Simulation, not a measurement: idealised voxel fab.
Process module in this document: voxel wiring stack
Cross-section cut spans 215 nm and uses square cells 5 nm in size.
When this document writes out a cross-section, it uses a grid of square cells and lists it as bands, beginning at the top and moving down, with a band standing for one or more rows of cells. Each band's line starts with the height of the band's top and of its bottom, in nm. Then come its materials from left to right, each with its width in nm. One material with "edge to edge" fills the band from edge to edge. "air" is empty space. Height reference: 0 = level under which incoming wafer is all one material. Lowest band: no bottom, runs on downward, e.g. "0..down". So if you see something like "30->40" for the width, read it as the top row of the band sitting at the first number and the bottom row at the second, with every row in between moving by the same amount as the last. Given "no modifications" for a step, no cell of the cross-section differs between before and after that step. You'll see "Voids, enclosed" listing empty spaces that have no way open to the top, as long as they're 8 cells or more; the notation is width x height at distance, where the distance is from the left edge, and all of it is in nm. Note: text after step settings on the step line = simulator remark on that step. overlay nm: for a step with a mask, the amount by which the mask lay right of where it was planned; a negative amount means left of it. Read the rest as pairs. Take the cross-section before one process step, then the cross-section after it, which shows only down to the lowest band that changed. Under the pair, find the step between them and its settings. Bear in mind that pairs may come from different runs of this module on the same starting wafer: link a pair to the pair above it only where its entry headed "Incoming profile" says to.
Incoming profile:
95..85 = Cu edge to edge
85..80 = Cu 45  TiN 20  Cu 20  TiN 20  Cu 20  TiN 20  Cu 20  TiN 20  Cu 30
80..70 = Cu 45  TiN 5  SiO2 10  TiN 5  Cu 20  TiN 5  SiO2 10  TiN 5  Cu 20  TiN 5  SiO2 10  TiN 5  Cu 20  TiN 5  SiO2 10  TiN 5  Cu 30
70..65 = TiN 50  SiO2 10  TiN 30  SiO2 10  TiN 30  SiO2 10  TiN 30  SiO2 10  TiN 35
65..50 = SiO2 edge to edge
50..45 = SiCN edge to edge
45..20 = lowk 35  W 25  lowk 15  W 25  lowk 15  W 25  lowk 15  W 25  lowk 35
20..15 = lowk 35  TiN 25  lowk 15  TiN 25  lowk 15  TiN 25  lowk 15  TiN 25  lowk 35
15..0 = SiO2 edge to edge
0..down = Si edge to edge
Voids, enclosed: none
Resulting Cross-Section:
80..70 = Cu 45  TiN 5  SiO2 10  TiN 5  Cu 20  TiN 5  SiO2 10  TiN 5  Cu 20  TiN 5  SiO2 10  TiN 5  Cu 20  TiN 5  SiO2 10  TiN 5  Cu 30
For the remainder of the cross-section, below 70, there is no change.
Voids, enclosed: none
Step between the pre-process and post-process cross-sections given above: CMP, height nm 80
Incoming profile: The initial state for this step is given by the after cross-section of the immediately preceding pair.
Resulting Cross-Section:
85..80 = SiN edge to edge
For the remainder of the cross-section, below 80, there is no change.
Voids, enclosed: none
Step between the pre-process and post-process cross-sections given above: CONFORMAL_DEP, material SiN, thk nm 5
